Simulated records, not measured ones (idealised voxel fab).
process module | voxel double patterning
Square cells of 5 nm make up the cross-section cut, whose width is 220 nm.
Heads up, the way a cross-section reads in here is a grid of square cells, handed over as bands from the top down, with every band being one or more rows of cells. Look at the band entry: it leads with the top's height and the bottom's height in nm. Then it lists the materials left to right, with a width in nm for each. The word "all across" on a single material says that material fills the band edge to edge. The word "air" is empty space. Basically, 0 is our baseline, since under it the wafer straight out of the box is all one material. The bottom band has no lower end and keeps on going down, so it looks like "0 down". Width: "30..40" (first number = top row, second number = bottom row, same change from row to row of cells). When a step is marked "nothing got changed", none of the cells in the cross-section changed during that step. Enclosed voids (no open way to top), threshold 8 cells or more, entry "Sealed void list", notation width x height at distance, distance from left edge, nm. after a step's settings: what the simulator itself notes on the step. "overlay nm" answers the question of how far to the right of plan the mask lay on a step that has a mask, and when it is negative the answer is to the left.

PLAN
1) RECEIVE with material Si
2) CONFORMAL_DEP with material SiO2, thk nm 5
3) DIRECTIONAL_DEP with material TiN, thk nm 10
4) DIRECTIONAL_DEP with material SiCN, thk nm 5
5) DIRECTIONAL_DEP with material aC, thk nm 10
6) PATTERN with tone open, mask id FIRST, material resist, width nm 15, pitch nm 50, thk nm 25, overlay nm 0
7) DIRECTIONAL_ETCH with etch materials aC, depth nm 10
8) STRIP with etch materials resist
9) DIRECTIONAL_ETCH with etch materials SiCN, depth nm 5
10) STRIP with etch materials aC
11) MASKED_ETCH with tone open, mask id SECOND, width nm 15, pitch nm 50, etch materials SiCN, depth nm 5, overlay nm 0
12) DIRECTIONAL_ETCH with etch materials TiN, depth nm 10
13) STRIP with etch materials SiCN

THIS IS THE CROSS-SECTION OF THE WAFER AS WE RECEIVED IT, I.E. AFTER STEP 1
  0 down: Si all across
  Sealed void list: none

HERE'S THE CROSS-SECTION OF THE FIRST OF OUR TWO WAFERS AT THE END OF THE MODULE - IT RAN AS PLANNED
  15 to 5: TiN: 50  air: 15  TiN: 10  air: 15  TiN: 10  air: 15  TiN: 10  air: 15  TiN: 10  air: 15  TiN: 55
  5 to 0: SiO2 all across
  0 down: Si all across
  Sealed void list: none

NOW THE SECOND WAFER, CROSS-SECTIONED AT THE END OF THE MODULE. NOTHING DIFFERENT AT THE START, NOTHING DIFFERENT IN THE PLAN COMPARED WITH THE FIRST, JUST ONE MISTAKE WHEN IT WAS ACTUALLY RUN
  15 to 5: TiN: 50  air: 15  TiN: 5  air: 15  TiN: 15  air: 15  TiN: 5  air: 15  TiN: 15  air: 15  TiN: 55
  5 to 0: SiO2 all across
  0 down: Si all across
  Sealed void list: none
Where did the run depart from the plan? step 11 went in with a setting other than planned; the actual run was MASKED_ETCH with tone open, mask id SECOND, width nm 15, pitch nm 50, etch materials SiCN, depth nm 5, overlay nm -5
Both wafers, final: cells per material equal; arrangement not.
